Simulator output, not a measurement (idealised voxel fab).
Documented hereafter: the process module known as voxel trench capacitor.
Pictured: cross-section cut, 205 nm wide, on a grid of 5 nm square cells.
A cross-section in this document is a grid of square cells, and it is written down as bands, the top band listed before the ones below it; a band is made up of one or more rows of cells.
For a band, the entry starts with two heights in nm, that of the top and then that of the bottom, and carries on with the band's materials in order from left to right, each alongside its width in nm; the word "full width" beside a single material means it fills the band edge to edge, and "blank" means empty space.
It should be noted that heights are counted from 0, beneath which the wafer as supplied is of one material throughout, and that the lowest band possesses no lower boundary but continues downward, as written in "top 0, no bottom".
With a width like "30 to 40", each row of cells in the band differs from the next by the same amount, the top row carrying the first number and the bottom row the second.
A step reported as "nothing got changed" is a step in which no cell of the cross-section changed.
Each empty space that has no open way to the top and spans at least 8 cells appears under "Closed void entries" as width x height at distance, the distance counted from the left edge, all in nm.
Where a step's line continues beyond its settings, the continuation is a remark by the simulator itself on that step.
overlay nm: on a step with a mask, how far right of its planned place the mask lay; negative means left.
# Steps in the process plan
1: RECEIVE: material Si
2: CONFORMAL_DEP: material SiN, thk nm 10
3: PATTERN: tone open, mask id TRENCH, material resist, width nm 20, pitch nm 50, thk nm 15, overlay nm 0
4: DIRECTIONAL_ETCH: etch materials SiN, depth nm 10
5: DIRECTIONAL_ETCH: etch materials Si, depth nm 35
6: STRIP: etch materials resist
7: CONFORMAL_DEP: material Al2O3, thk nm 5
8: FILL_DEP: material polySi, thk nm 10
9: CMP: height nm 10
# as received, after step 1
* top 0, no bottom | Si full width
* Closed void entries: none
# Looking at the first of two wafers in cross-section at end of module - ran to plan
* top 10, bottom 0 | SiN (15), Al2O3 (5), polySi (10), Al2O3 (5), SiN (30), Al2O3 (5), polySi (10), Al2O3 (5), SiN (30), Al2O3 (5), polySi (10), Al2O3 (5), SiN (30), Al2O3 (5), polySi (10), Al2O3 (5), SiN (20)
* top 0, bottom -30 | Si (15), Al2O3 (5), polySi (10), Al2O3 (5), Si (30), Al2O3 (5), polySi (10), Al2O3 (5), Si (30), Al2O3 (5), polySi (10), Al2O3 (5), Si (30), Al2O3 (5), polySi (10), Al2O3 (5), Si (20)
* top -30, bottom -35 | Si (15), Al2O3 (20), Si (30), Al2O3 (20), Si (30), Al2O3 (20), Si (30), Al2O3 (20), Si (20)
* top -35, no bottom | Si full width
* Closed void entries: none
# Here's the second of our two wafers sectioned at module end. Same start as the first, same plan, but one mistake got made running it
* top 0, bottom -30 | Si (15), Al2O3 (5), polySi (10), Al2O3 (5), Si (30), Al2O3 (5), polySi (10), Al2O3 (5), Si (30), Al2O3 (5), polySi (10), Al2O3 (5), Si (30), Al2O3 (5), polySi (10), Al2O3 (5), Si (20)
* top -30, bottom -35 | Si (15), Al2O3 (20), Si (30), Al2O3 (20), Si (30), Al2O3 (20), Si (30), Al2O3 (20), Si (20)
* top -35, no bottom | Si full width
* Closed void entries: none
what went wrong: step 9, actual vs plan mismatch, actual run CMP: height nm 0
The final cell counts differ between the wafers, with the second having more or fewer of some materials than the first: Al2O3: 16 fewer | SiN: 50 fewer | polySi: 16 fewer
